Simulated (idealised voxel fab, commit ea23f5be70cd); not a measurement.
The following is a process module called voxel ribs on slabs.
FYI the section here is cut, 265 nm wide, cells are 5 nm squares.
We lay out every cross-section as a grid of square cells and spell it out in bands from the top down, where one band means one or more rows of cells. Heights first: top, then bottom, in nm. Then materials, left to right, each with a width in nm. "edge to edge" on a single material: fills the band edge to edge. "empty": empty space. Convention: height 0 is the level below which the wafer, as received, is all one material. The lowest band does not terminate at the bottom but continues downward, represented as "z 0 and below". A width given as "30 to 40" starts at the first number in the band's top row and ends at the second number in its bottom row, shifting by an equal amount at every step from row to row. What does "no alterations made" mean for a step? It means no cell of the cross-section changed in that step. Look at "Sealed cavities" for the closed voids: empty spaces with no open path to the top, sized 8 cells or up. Each is width x height at distance, distance from the left edge, all nm. after a step's settings: what the simulator itself notes on the step. overlay nm: how far to the right of its planned place the mask lay on this masked step (negative: to the left). Pairs, read this way: before one process step on the one hand, after it on the other, the after cross-section ending at the lowest band that changed; the step between, settings included, beneath. Same starting wafer throughout, but possibly different runs of this module, so no pair continues from the pair above unless its entry headed "Prior state" says so.
Prior state
z 0 and below = Si edge to edge
Sealed cavities: none
Post-Step Section View
z 30 to 0 = SiO2 edge to edge
Below a height of 0, the structure has not been altered.
Sealed cavities: none
Step linking the sections shown: DIRECTIONAL_DEP | material SiO2 | thk nm 30
Prior state: For the state before this step, see the after cross-section of the pair located directly above.
Post-Step Section View
z 55 to 30 = SiN edge to edge
Below a height of 30, the structure has not been altered.
Sealed cavities: none
Step linking the sections shown: DIRECTIONAL_DEP | material SiN | thk nm 25
Prior state: For the state before this step, see the after cross-section of the pair located directly above.
Post-Step Section View
z 70 to 55 = empty (120)  resist (20)  empty (125)
Below a height of 55, the structure has not been altered.
Sealed cavities: none
Step linking the sections shown: PATTERN | tone cover | mask id RIB | material resist | width nm 20 | thk nm 15 | overlay nm 0
Prior state: For the state before this step, see the after cross-section of the pair located directly above.
Post-Step Section View
z 70 to 55 = empty (120)  resist (20)  empty (125)
z 55 to 40 = empty (120)  SiN (20)  empty (125)
Below a height of 40, the structure has not been altered.
Sealed cavities: none
Step linking the sections shown: DIRECTIONAL_ETCH | etch materials SiN | depth nm 15
Prior state: For the state before this step, see the after cross-section of the pair located directly above.
Post-Step Section View
z 55 to 40 = empty (120)  SiN (20)  empty (125)
Below a height of 40, the structure has not been altered.
Sealed cavities: none
Step linking the sections shown: STRIP | etch materials resist
Prior state: For the state before this step, see the after cross-section of the pair located directly above.
Post-Step Section View
z 75 to 55 = empty (95)  resist (70)  empty (100)
z 55 to 40 = empty (95)  resist (25)  SiN (20)  resist (25)  empty (100)
Below a height of 40, the structure has not been altered.
Sealed cavities: none
Step linking the sections shown: PATTERN | tone cover | mask id SLAB | material resist | width nm 70 | thk nm 20 | overlay nm 0
Prior state: For the state before this step, see the after cross-section of the pair located directly above.
Post-Step Section View
z 75 to 55 = empty (95)  resist (70)  empty (100)
z 55 to 40 = empty (95)  resist (25)  SiN (20)  resist (25)  empty (100)
z 40 to 30 = empty (95)  SiN (70)  empty (100)
Below a height of 30, the structure has not been altered.
Sealed cavities: none
Step linking the sections shown: DIRECTIONAL_ETCH | etch materials SiN | depth nm 10
Prior state: For the state before this step, see the after cross-section of the pair located directly above.
Post-Step Section View
z 55 to 40 = empty (120)  SiN (20)  empty (125)
Below a height of 40, the structure has not been altered.
Sealed cavities: none
Step linking the sections shown: STRIP | etch materials resist
Prior state: For the state before this step, see the after cross-section of the pair located directly above.
Post-Step Section View
z 70 to 55 = SiO2 edge to edge
z 55 to 40 = SiO2 (120)  SiN (20)  SiO2 (125)
z 40 to 30 = SiO2 (95)  SiN (70)  SiO2 (100)
Below a height of 30, the structure has not been altered.
Sealed cavities: none
Step linking the sections shown: FILL_DEP | material SiO2 | thk nm 15
Prior state: For the state before this step, see the after cross-section of the pair located directly above.
Post-Step Section View
z 65 to 55 = SiO2 edge to edge
Below a height of 55, the structure has not been altered.
Sealed cavities: none
Step linking the sections shown: CMP | height nm 65
Prior state: For the state before this step, see the after cross-section of the pair located directly above.
Post-Step Section View
z 70 to 65 = W edge to edge
Below a height of 65, the structure has not been altered.
Sealed cavities: none
Step linking the sections shown: DIRECTIONAL_DEP | material W | thk nm 5
Prior state: For the state before this step, see the after cross-section of the pair located directly above.
Post-Step Section View
z 85 to 70 = empty (115)  resist (30)  empty (120)
Below a height of 70, the structure has not been altered.
Sealed cavities: none
Step linking the sections shown: PATTERN | tone cover | mask id HEATER | material resist | width nm 30 | thk nm 15 | overlay nm 0
Prior state: For the state before this step, see the after cross-section of the pair located directly above.
Post-Step Section View
z 85 to 70 = empty (115)  resist (30)  empty (120)
z 70 to 65 = empty (115)  W (30)  empty (120)
Below a height of 65, the structure has not been altered.
Sealed cavities: none
Step linking the sections shown: DIRECTIONAL_ETCH | etch materials W | depth nm 5
Prior state: For the state before this step, see the after cross-section of the pair located directly above.
Post-Step Section View
z 70 to 65 = empty (115)  W (30)  empty (120)
Below a height of 65, the structure has not been altered.
Sealed cavities: none
Step linking the sections shown: STRIP | etch materials resist
Prior state: For the state before this step, see the after cross-section of the pair located directly above.
Post-Step Section View
z 80 to 75 = empty (105)  SiO2 (50)  empty (110)
z 75 to 70 = SiO2 edge to edge
z 70 to 65 = SiO2 (115)  W (30)  SiO2 (120)
Below a height of 65, the structure has not been altered.
Sealed cavities: none
Step linking the sections shown: CONFORMAL_DEP | material SiO2 | thk nm 10
Prior state
z 55 to 30 = SiN edge to edge
z 30 to 0 = SiO2 edge to edge
z 0 and below = Si edge to edge
Sealed cavities: none
Post-Step Section View
z 80 to 30 = SiN edge to edge
Below a height of 30, the structure has not been altered.
Sealed cavities: none
Step linking the sections shown: DIRECTIONAL_DEP | material SiN | thk nm 25
Prior state: For the state before this step, see the after cross-section of the pair located directly above.
Post-Step Section View
z 95 to 80 = empty (120)  resist (20)  empty (125)
Below a height of 80, the structure has not been altered.
Sealed cavities: none
Step linking the sections shown: PATTERN | tone cover | mask id RIB | material resist | width nm 20 | thk nm 15 | overlay nm 0
Prior state: For the state before this step, see the after cross-section of the pair located directly above.
Post-Step Section View
z 95 to 80 = empty (120)  resist (20)  empty (125)
z 80 to 65 = empty (120)  SiN (20)  empty (125)
Below a height of 65, the structure has not been altered.
Sealed cavities: none
Step linking the sections shown: DIRECTIONAL_ETCH | etch materials SiN | depth nm 15
Prior state: For the state before this step, see the after cross-section of the pair located directly above.
Post-Step Section View
z 80 to 65 = empty (120)  SiN (20)  empty (125)
Below a height of 65, the structure has not been altered.
Sealed cavities: none
Step linking the sections shown: STRIP | etch materials resist
Prior state: For the state before this step, see the after cross-section of the pair located directly above.
Post-Step Section View
z 100 to 80 = empty (95)  resist (70)  empty (100)
z 80 to 65 = empty (95)  resist (25)  SiN (20)  resist (25)  empty (100)
Below a height of 65, the structure has not been altered.
Sealed cavities: none
Step linking the sections shown: PATTERN | tone cover | mask id SLAB | material resist | width nm 70 | thk nm 20 | overlay nm 0
Prior state: For the state before this step, see the after cross-section of the pair located directly above.
Post-Step Section View
z 100 to 80 = empty (95)  resist (70)  empty (100)
z 80 to 65 = empty (95)  resist (25)  SiN (20)  resist (25)  empty (100)
z 65 to 55 = empty (95)  SiN (70)  empty (100)
Below a height of 55, the structure has not been altered.
Sealed cavities: none
Step linking the sections shown: DIRECTIONAL_ETCH | etch materials SiN | depth nm 10
Prior state: For the state before this step, see the after cross-section of the pair located directly above.
Post-Step Section View
z 80 to 65 = empty (120)  SiN (20)  empty (125)
Below a height of 65, the structure has not been altered.
Sealed cavities: none
Step linking the sections shown: STRIP | etch materials resist
Prior state: For the state before this step, see the after cross-section of the pair located directly above.
Post-Step Section View
z 95 to 80 = SiO2 edge to edge
z 80 to 65 = SiO2 (120)  SiN (20)  SiO2 (125)
z 65 to 55 = SiO2 (95)  SiN (70)  SiO2 (100)
Below a height of 55, the structure has not been altered.
Sealed cavities: none
Step linking the sections shown: FILL_DEP | material SiO2 | thk nm 15
Prior state: For the state before this step, see the after cross-section of the pair located directly above.
Post-Step Section View
z 65 to 55 = SiO2 (95)  SiN (70)  SiO2 (100)
Below a height of 55, the structure has not been altered.
Sealed cavities: none
Step linking the sections shown: CMP | height nm 65
Prior state: For the state before this step, see the after cross-section of the pair located directly above.
Post-Step Section View
z 70 to 65 = W edge to edge
Below a height of 65, the structure has not been altered.
Sealed cavities: none
Step linking the sections shown: DIRECTIONAL_DEP | material W | thk nm 5
Prior state: For the state before this step, see the after cross-section of the pair located directly above.
Post-Step Section View
z 85 to 70 = empty (115)  resist (30)  empty (120)
Below a height of 70, the structure has not been altered.
Sealed cavities: none
Step linking the sections shown: PATTERN | tone cover | mask id HEATER | material resist | width nm 30 | thk nm 15 | overlay nm 0
Prior state: For the state before this step, see the after cross-section of the pair located directly above.
Post-Step Section View
z 85 to 70 = empty (115)  resist (30)  empty (120)
z 70 to 65 = empty (115)  W (30)  empty (120)
Below a height of 65, the structure has not been altered.
Sealed cavities: none
Step linking the sections shown: DIRECTIONAL_ETCH | etch materials W | depth nm 5
Prior state: For the state before this step, see the after cross-section of the pair located directly above.
Post-Step Section View
z 70 to 65 = empty (115)  W (30)  empty (120)
Below a height of 65, the structure has not been altered.
Sealed cavities: none
Step linking the sections shown: STRIP | etch materials resist
Prior state: For the state before this step, see the after cross-section of the pair located directly above.
Post-Step Section View
z 80 to 75 = empty (105)  SiO2 (50)  empty (110)
z 75 to 70 = SiO2 edge to edge
z 70 to 65 = SiO2 (115)  W (30)  SiO2 (120)
Below a height of 65, the structure has not been altered.
Sealed cavities: none
Step linking the sections shown: CONFORMAL_DEP | material SiO2 | thk nm 10
Prior state
z 0 and below = Si edge to edge
Sealed cavities: none
Post-Step Section View
z 25 to 0 = SiN edge to edge
Below a height of 0, the structure has not been altered.
Sealed cavities: none
Step linking the sections shown: DIRECTIONAL_DEP | material SiN | thk nm 25
Prior state: For the state before this step, see the after cross-section of the pair located directly above.
Post-Step Section View
z 55 to 25 = SiO2 edge to edge
Below a height of 25, the structure has not been altered.
Sealed cavities: none
Step linking the sections shown: DIRECTIONAL_DEP | material SiO2 | thk nm 30
Prior state: For the state before this step, see the after cross-section of the pair located directly above.
Post-Step Section View
z 70 to 55 = empty (120)  resist (20)  empty (125)
Below a height of 55, the structure has not been altered.
Sealed cavities: none
Step linking the sections shown: PATTERN | tone cover | mask id RIB | material resist | width nm 20 | thk nm 15 | overlay nm 0
Prior state: For the state before this step, see the after cross-section of the pair located directly above.
Post-Step Section View
z 55 to 25 = SiO2 edge to edge
Below a height of 25, the structure has not been altered.
Sealed cavities: none
Step linking the sections shown: STRIP | etch materials resist
Prior state: For the state before this step, see the after cross-section of the pair located directly above.
Post-Step Section View
z 75 to 55 = empty (95)  resist (70)  empty (100)
Below a height of 55, the structure has not been altered.
Sealed cavities: none
Step linking the sections shown: PATTERN | tone cover | mask id SLAB | material resist | width nm 70 | thk nm 20 | overlay nm 0
Prior state: For the state before this step, see the after cross-section of the pair located directly above.
Post-Step Section View
z 55 to 25 = SiO2 edge to edge
Below a height of 25, the structure has not been altered.
Sealed cavities: none
Step linking the sections shown: STRIP | etch materials resist
Prior state: For the state before this step, see the after cross-section of the pair located directly above.
Post-Step Section View
z 70 to 25 = SiO2 edge to edge
Below a height of 25, the structure has not been altered.
Sealed cavities: none
Step linking the sections shown: FILL_DEP | material SiO2 | thk nm 15
Prior state: For the state before this step, see the after cross-section of the pair located directly above.
Post-Step Section View
z 65 to 25 = SiO2 edge to edge
Below a height of 25, the structure has not been altered.
Sealed cavities: none
Step linking the sections shown: CMP | height nm 65
Prior state: For the state before this step, see the after cross-section of the pair located directly above.
Post-Step Section View
z 70 to 65 = W edge to edge
Below a height of 65, the structure has not been altered.
Sealed cavities: none
Step linking the sections shown: DIRECTIONAL_DEP | material W | thk nm 5
Prior state: For the state before this step, see the after cross-section of the pair located directly above.
Post-Step Section View
z 85 to 70 = empty (115)  resist (30)  empty (120)
Below a height of 70, the structure has not been altered.
Sealed cavities: none
Step linking the sections shown: PATTERN | tone cover | mask id HEATER | material resist | width nm 30 | thk nm 15 | overlay nm 0
Prior state: For the state before this step, see the after cross-section of the pair located directly above.
Post-Step Section View
z 85 to 70 = empty (115)  resist (30)  empty (120)
z 70 to 65 = empty (115)  W (30)  empty (120)
Below a height of 65, the structure has not been altered.
Sealed cavities: none
Step linking the sections shown: DIRECTIONAL_ETCH | etch materials W | depth nm 5
Prior state: For the state before this step, see the after cross-section of the pair located directly above.
Post-Step Section View
z 70 to 65 = empty (115)  W (30)  empty (120)
Below a height of 65, the structure has not been altered.
Sealed cavities: none
Step linking the sections shown: STRIP | etch materials resist
Prior state: For the state before this step, see the after cross-section of the pair located directly above.
Post-Step Section View
z 80 to 75 = empty (105)  SiO2 (50)  empty (110)
z 75 to 70 = SiO2 edge to edge
z 70 to 65 = SiO2 (115)  W (30)  SiO2 (120)
Below a height of 65, the structure has not been altered.
Sealed cavities: none
Step linking the sections shown: CONFORMAL_DEP | material SiO2 | thk nm 10
Prior state
z 0 and below = Si edge to edge
Sealed cavities: none
Post-Step Section View
z 35 to 0 = SiO2 edge to edge
Below a height of 0, the structure has not been altered.
Sealed cavities: none
Step linking the sections shown: DIRECTIONAL_DEP | material SiO2 | thk nm 35
Prior state: For the state before this step, see the after cross-section of the pair located directly above.
Post-Step Section View
z 60 to 35 = SiN edge to edge
Below a height of 35, the structure has not been altered.
Sealed cavities: none
Step linking the sections shown: DIRECTIONAL_DEP | material SiN | thk nm 25
Prior state: For the state before this step, see the after cross-section of the pair located directly above.
Post-Step Section View
z 75 to 60 = empty (120)  resist (20)  empty (125)
Below a height of 60, the structure has not been altered.
Sealed cavities: none
Step linking the sections shown: PATTERN | tone cover | mask id RIB | material resist | width nm 20 | thk nm 15 | overlay nm 0
Prior state: For the state before this step, see the after cross-section of the pair located directly above.
Post-Step Section View
z 75 to 60 = empty (120)  resist (20)  empty (125)
z 60 to 45 = empty (120)  SiN (20)  empty (125)
Below a height of 45, the structure has not been altered.
Sealed cavities: none
Step linking the sections shown: DIRECTIONAL_ETCH | etch materials SiN | depth nm 15
Prior state: For the state before this step, see the after cross-section of the pair located directly above.
Post-Step Section View
z 60 to 45 = empty (120)  SiN (20)  empty (125)
Below a height of 45, the structure has not been altered.
Sealed cavities: none
Step linking the sections shown: STRIP | etch materials resist
Prior state: For the state before this step, see the after cross-section of the pair located directly above.
Post-Step Section View
z 80 to 60 = empty (95)  resist (70)  empty (100)
z 60 to 45 = empty (95)  resist (25)  SiN (20)  resist (25)  empty (100)
Below a height of 45, the structure has not been altered.
Sealed cavities: none
Step linking the sections shown: PATTERN | tone cover | mask id SLAB | material resist | width nm 70 | thk nm 20 | overlay nm 0
Prior state: For the state before this step, see the after cross-section of the pair located directly above.
Post-Step Section View
z 80 to 60 = empty (95)  resist (70)  empty (100)
z 60 to 45 = empty (95)  resist (25)  SiN (20)  resist (25)  empty (100)
z 45 to 35 = empty (95)  SiN (70)  empty (100)
Below a height of 35, the structure has not been altered.
Sealed cavities: none
Step linking the sections shown: DIRECTIONAL_ETCH | etch materials SiN | depth nm 10
Prior state: For the state before this step, see the after cross-section of the pair located directly above.
Post-Step Section View
z 60 to 45 = empty (120)  SiN (20)  empty (125)
Below a height of 45, the structure has not been altered.
Sealed cavities: none
Step linking the sections shown: STRIP | etch materials resist
Prior state: For the state before this step, see the after cross-section of the pair located directly above.
Post-Step Section View
z 75 to 60 = SiO2 edge to edge
z 60 to 45 = SiO2 (120)  SiN (20)  SiO2 (125)
z 45 to 35 = SiO2 (95)  SiN (70)  SiO2 (100)
Below a height of 35, the structure has not been altered.
Sealed cavities: none
Step linking the sections shown: FILL_DEP | material SiO2 | thk nm 15
Prior state: For the state before this step, see the after cross-section of the pair located directly above.
Post-Step Section View
z 65 to 60 = SiO2 edge to edge
Below a height of 60, the structure has not been altered.
Sealed cavities: none
Step linking the sections shown: CMP | height nm 65
Prior state: For the state before this step, see the after cross-section of the pair located directly above.
Post-Step Section View
z 70 to 65 = W edge to edge
Below a height of 65, the structure has not been altered.
Sealed cavities: none
Step linking the sections shown: DIRECTIONAL_DEP | material W | thk nm 5
Prior state: For the state before this step, see the after cross-section of the pair located directly above.
Post-Step Section View
z 85 to 70 = empty (115)  resist (30)  empty (120)
Below a height of 70, the structure has not been altered.
Sealed cavities: none
Step linking the sections shown: PATTERN | tone cover | mask id HEATER | material resist | width nm 30 | thk nm 15 | overlay nm 0
Prior state: For the state before this step, see the after cross-section of the pair located directly above.
Post-Step Section View
z 85 to 70 = empty (115)  resist (30)  empty (120)
z 70 to 65 = empty (115)  W (30)  empty (120)
Below a height of 65, the structure has not been altered.
Sealed cavities: none
Step linking the sections shown: DIRECTIONAL_ETCH | etch materials W | depth nm 5
Prior state: For the state before this step, see the after cross-section of the pair located directly above.
Post-Step Section View
z 70 to 65 = empty (115)  W (30)  empty (120)
Below a height of 65, the structure has not been altered.
Sealed cavities: none
Step linking the sections shown: STRIP | etch materials resist
Prior state: For the state before this step, see the after cross-section of the pair located directly above.
Post-Step Section View
z 80 to 75 = empty (105)  SiO2 (50)  empty (110)
z 75 to 70 = SiO2 edge to edge
z 70 to 65 = SiO2 (115)  W (30)  SiO2 (120)
Below a height of 65, the structure has not been altered.
Sealed cavities: none
Step linking the sections shown: CONFORMAL_DEP | material SiO2 | thk nm 10
Prior state
z 70 to 65 = W edge to edge
z 65 to 55 = SiO2 edge to edge
z 55 to 40 = SiO2 (120)  SiN (20)  SiO2 (125)
z 40 to 30 = SiO2 (95)  SiN (70)  SiO2 (100)
z 30 to 0 = SiO2 edge to edge
z 0 and below = Si edge to edge
Sealed cavities: none
Post-Step Section View
z 85 to 70 = empty (115)  resist (35)  empty (115)
Below a height of 70, the structure has not been altered.
Sealed cavities: none
Step linking the sections shown: PATTERN | tone cover | mask id HEATER | material resist | width nm 35 | thk nm 15 | overlay nm 0
Prior state: For the state before this step, see the after cross-section of the pair located directly above.
Post-Step Section View
z 85 to 70 = empty (115)  resist (35)  empty (115)
z 70 to 65 = empty (115)  W (35)  empty (115)
Below a height of 65, the structure has not been altered.
Sealed cavities: none
Step linking the sections shown: DIRECTIONAL_ETCH | etch materials W | depth nm 5
Prior state: For the state before this step, see the after cross-section of the pair located directly above.
Post-Step Section View
z 70 to 65 = empty (115)  W (35)  empty (115)
Below a height of 65, the structure has not been altered.
Sealed cavities: none
Step linking the sections shown: STRIP | etch materials resist
Prior state: For the state before this step, see the after cross-section of the pair located directly above.
Post-Step Section View
z 80 to 75 = empty (105)  SiO2 (55)  empty (105)
z 75 to 70 = SiO2 edge to edge
z 70 to 65 = SiO2 (115)  W (35)  SiO2 (115)
Below a height of 65, the structure has not been altered.
Sealed cavities: none
Step linking the sections shown: CONFORMAL_DEP | material SiO2 | thk nm 10
Prior state
z 55 to 40 = empty (120)  SiN (20)  empty (125)
z 40 to 30 = SiN edge to edge
z 30 to 0 = SiO2 edge to edge
z 0 and below = Si edge to edge
Sealed cavities: none
Post-Step Section View
z 75 to 55 = empty (85)  resist (70)  empty (110)
z 55 to 40 = empty (85)  resist (35)  SiN (20)  resist (15)  empty (110)
Below a height of 40, the structure has not been altered.
Sealed cavities: none
Step linking the sections shown: PATTERN | tone cover | mask id SLAB | material resist | width nm 70 | thk nm 20 | overlay nm -10
Prior state: For the state before this step, see the after cross-section of the pair located directly above.
Post-Step Section View
z 75 to 55 = empty (85)  resist (70)  empty (110)
z 55 to 40 = empty (85)  resist (35)  SiN (20)  resist (15)  empty (110)
z 40 to 30 = empty (85)  SiN (70)  empty (110)
Below a height of 30, the structure has not been altered.
Sealed cavities: none
Step linking the sections shown: DIRECTIONAL_ETCH | etch materials SiN | depth nm 10
Prior state: For the state before this step, see the after cross-section of the pair located directly above.
Post-Step Section View
z 55 to 40 = empty (120)  SiN (20)  empty (125)
Below a height of 40, the structure has not been altered.
Sealed cavities: none
Step linking the sections shown: STRIP | etch materials resist
Prior state: For the state before this step, see the after cross-section of the pair located directly above.
Post-Step Section View
z 70 to 55 = SiO2 edge to edge
z 55 to 40 = SiO2 (120)  SiN (20)  SiO2 (125)
z 40 to 30 = SiO2 (85)  SiN (70)  SiO2 (110)
Below a height of 30, the structure has not been altered.
Sealed cavities: none
Step linking the sections shown: FILL_DEP | material SiO2 | thk nm 15
Prior state: For the state before this step, see the after cross-section of the pair located directly above.
Post-Step Section View
z 65 to 55 = SiO2 edge to edge
Below a height of 55, the structure has not been altered.
Sealed cavities: none
Step linking the sections shown: CMP | height nm 65
Prior state: For the state before this step, see the after cross-section of the pair located directly above.
Post-Step Section View
z 70 to 65 = W edge to edge
Below a height of 65, the structure has not been altered.
Sealed cavities: none
Step linking the sections shown: DIRECTIONAL_DEP | material W | thk nm 5
Prior state: For the state before this step, see the after cross-section of the pair located directly above.
Post-Step Section View
z 85 to 70 = empty (115)  resist (30)  empty (120)
Below a height of 70, the structure has not been altered.
Sealed cavities: none
Step linking the sections shown: PATTERN | tone cover | mask id HEATER | material resist | width nm 30 | thk nm 15 | overlay nm 0
Prior state: For the state before this step, see the after cross-section of the pair located directly above.
Post-Step Section View
z 85 to 70 = empty (115)  resist (30)  empty (120)
z 70 to 65 = empty (115)  W (30)  empty (120)
Below a height of 65, the structure has not been altered.
Sealed cavities: none
Step linking the sections shown: DIRECTIONAL_ETCH | etch materials W | depth nm 5
Prior state: For the state before this step, see the after cross-section of the pair located directly above.
Post-Step Section View
z 70 to 65 = empty (115)  W (30)  empty (120)
Below a height of 65, the structure has not been altered.
Sealed cavities: none
Step linking the sections shown: STRIP | etch materials resist
Prior state: For the state before this step, see the after cross-section of the pair located directly above.
Post-Step Section View
z 80 to 75 = empty (105)  SiO2 (50)  empty (110)
z 75 to 70 = SiO2 edge to edge
z 70 to 65 = SiO2 (115)  W (30)  SiO2 (120)
Below a height of 65, the structure has not been altered.
Sealed cavities: none
Step linking the sections shown: CONFORMAL_DEP | material SiO2 | thk nm 10
Prior state
z 55 to 40 = empty (120)  SiN (20)  empty (125)
z 40 to 30 = empty (95)  SiN (70)  empty (100)
z 30 to 0 = SiO2 edge to edge
z 0 and below = Si edge to edge
Sealed cavities: none
Post-Step Section View
z 70 to 55 = W edge to edge
z 55 to 40 = W (120)  SiN (20)  W (125)
z 40 to 30 = W (95)  SiN (70)  W (100)
Below a height of 30, the structure has not been altered.
Sealed cavities: none
Step linking the sections shown: FILL_DEP | material W | thk nm 15
Prior state: For the state before this step, see the after cross-section of the pair located directly above.
Post-Step Section View
z 65 to 55 = W edge to edge
Below a height of 55, the structure has not been altered.
Sealed cavities: none
Step linking the sections shown: CMP | height nm 65
Prior state: For the state before this step, see the after cross-section of the pair located directly above.
Post-Step Section View
z 70 to 55 = W edge to edge
Below a height of 55, the structure has not been altered.
Sealed cavities: none
Step linking the sections shown: DIRECTIONAL_DEP | material W | thk nm 5
Prior state: For the state before this step, see the after cross-section of the pair located directly above.
Post-Step Section View
z 85 to 70 = empty (115)  resist (30)  empty (120)
Below a height of 70, the structure has not been altered.
Sealed cavities: none
Step linking the sections shown: PATTERN | tone cover | mask id HEATER | material resist | width nm 30 | thk nm 15 | overlay nm 0
Prior state: For the state before this step, see the after cross-section of the pair located directly above.
Post-Step Section View
z 85 to 70 = empty (115)  resist (30)  empty (120)
z 70 to 65 = empty (115)  W (30)  empty (120)
Below a height of 65, the structure has not been altered.
Sealed cavities: none
Step linking the sections shown: DIRECTIONAL_ETCH | etch materials W | depth nm 5
Prior state: For the state before this step, see the after cross-section of the pair located directly above.
Post-Step Section View
z 70 to 65 = empty (115)  W (30)  empty (120)
Below a height of 65, the structure has not been altered.
Sealed cavities: none
Step linking the sections shown: STRIP | etch materials resist
Prior state: For the state before this step, see the after cross-section of the pair located directly above.
Post-Step Section View
z 80 to 75 = empty (105)  SiO2 (50)  empty (110)
z 75 to 70 = SiO2 edge to edge
z 70 to 65 = SiO2 (115)  W (30)  SiO2 (120)
Below a height of 65, the structure has not been altered.
Sealed cavities: none
Step linking the sections shown: CONFORMAL_DEP | material SiO2 | thk nm 10
Prior state
z 70 to 65 = W edge to edge
z 65 to 55 = SiO2 edge to edge
z 55 to 40 = SiO2 (120)  SiN (20)  SiO2 (125)
z 40 to 30 = SiO2 (95)  SiN (70)  SiO2 (100)
z 30 to 0 = SiO2 edge to edge
z 0 and below = Si edge to edge
Sealed cavities: none
Post-Step Section View
z 85 to 70 = resist (115)  empty (30)  resist (120)
Below a height of 70, the structure has not been altered.
Sealed cavities: none
Step linking the sections shown: PATTERN | tone open | mask id HEATER | material resist | width nm 30 | thk nm 15 | overlay nm 0
Prior state: For the state before this step, see the after cross-section of the pair located directly above.
Post-Step Section View
z 85 to 70 = resist (115)  empty (30)  resist (120)
z 70 to 65 = W (115)  empty (30)  W (120)
Below a height of 65, the structure has not been altered.
Sealed cavities: none
Step linking the sections shown: DIRECTIONAL_ETCH | etch materials W | depth nm 5
Prior state: For the state before this step, see the after cross-section of the pair located directly above.
Post-Step Section View
z 70 to 65 = W (115)  empty (30)  W (120)
Below a height of 65, the structure has not been altered.
Sealed cavities: none
Step linking the sections shown: STRIP | etch materials resist
Prior state: For the state before this step, see the after cross-section of the pair located directly above.
Post-Step Section View
z 80 to 75 = SiO2 (125)  empty (10)  SiO2 (130)
z 75 to 70 = SiO2 edge to edge
z 70 to 65 = W (115)  SiO2 (30)  W (120)
Below a height of 65, the structure has not been altered.
Sealed cavities: none
Step linking the sections shown: CONFORMAL_DEP | material SiO2 | thk nm 10
